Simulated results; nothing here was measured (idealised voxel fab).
The following is a process module called voxel released beams.
Xsec cut, 285 nm wide, square cell size 5 nm.
Each cross-section below is a grid of square cells, stated as bands in top-down order, with one or more rows of cells making up each band. Each band's line starts with the height of the band's top and of its bottom, in nm. Then come its materials from left to right, each with its width in nm. One material with "full width" fills the band from edge to edge. "blank" is empty space. Where do heights start? At 0: under that level the wafer as delivered is made of one material only. And the lowest band has no floor; it just carries on downward, as in "0 -> down". Top row gets the first number, bottom row gets the second, and each row in between changes by the same step: that is how a band width like "30->40" works. Basically "nothing got changed" means that step didn't change any cell in the cross-section. Sealed-off cavities: empty space of 8 cells or more with no open way to the top, each as width x height at its distance from the left edge, in nm. after a step's settings: what the simulator itself notes on the step. overlay nm: for a step with a mask, the amount by which the mask lay right of where it was planned; a negative amount means left of it.
Intended process steps
1 RECEIVE [material Si]
2 CONFORMAL_DEP [material SiN] [thk nm 5]
3 DIRECTIONAL_DEP [material SiO2] [thk nm 15]
4 PATTERN [tone open] [mask id ANCHOR] [material resist] [width nm 35] [thk nm 20] [overlay nm 0]
5 DIRECTIONAL_ETCH [etch materials SiO2] [depth nm 15]
6 STRIP [etch materials resist]
7 CONFORMAL_DEP [material polySi] [thk nm 15]
8 DIRECTIONAL_DEP [material aC] [thk nm 15]
9 PATTERN [tone cover] [mask id BEAM] [material resist] [width nm 100] [thk nm 30] [overlay nm 0]
10 DIRECTIONAL_ETCH [etch materials aC] [depth nm 15]
11 STRIP [etch materials resist]
12 DIRECTIONAL_ETCH [etch materials polySi] [depth nm 5]
13 STRIP [etch materials aC]
14 STRIP [etch materials SiO2]
Every wafer here starts from the same state; it is the step 12 depth nm that distinguishes them, and the value the plan gives belongs to the first wafer.
Sectional view: first of several wafers, as received, after step 1
  0 -> down: Si full width
  Sealed-off cavities: none
Cross-sectional representation of the first of several wafers at the end of the module, i.e. after its terminal step, step 14
  35 -> 30: blank 90 nm / polySi 20 nm / blank 5 nm / polySi 75 nm / blank 95 nm
  30 -> 20: polySi 110 nm / blank 5 nm / polySi 170 nm
  20 -> 5: SiO2 95 nm / polySi 35 nm / SiO2 155 nm
  5 -> 0: SiN full width
  0 -> down: Si full width
  Sealed-off cavities: none
The last wafer as seen in cross-section at the end of the module
  35 -> 20: blank 90 nm / polySi 20 nm / blank 5 nm / polySi 75 nm / blank 95 nm
  20 -> 5: blank 95 nm / polySi 35 nm / blank 155 nm
  5 -> 0: SiN full width
  0 -> down: Si full width
  Sealed-off cavities: none
Per wafer, end of module: cells gained (+) or lost (-) per material since receipt, then closed voids
depth nm 5 | +57 SiN | +150 SiO2 | +152 polySi | Sealed-off cavities: none
depth nm 10 | +57 SiN | +150 SiO2 | +115 polySi | Sealed-off cavities: none
depth nm 15 | +57 SiN | +78 polySi | Sealed-off cavities: none
depth nm 20 | +57 SiN | +78 polySi | Sealed-off cavities: none
depth nm 25 | +57 SiN | +78 polySi | Sealed-off cavities: none
depth nm 30 | +57 SiN | +78 polySi | Sealed-off cavities: none
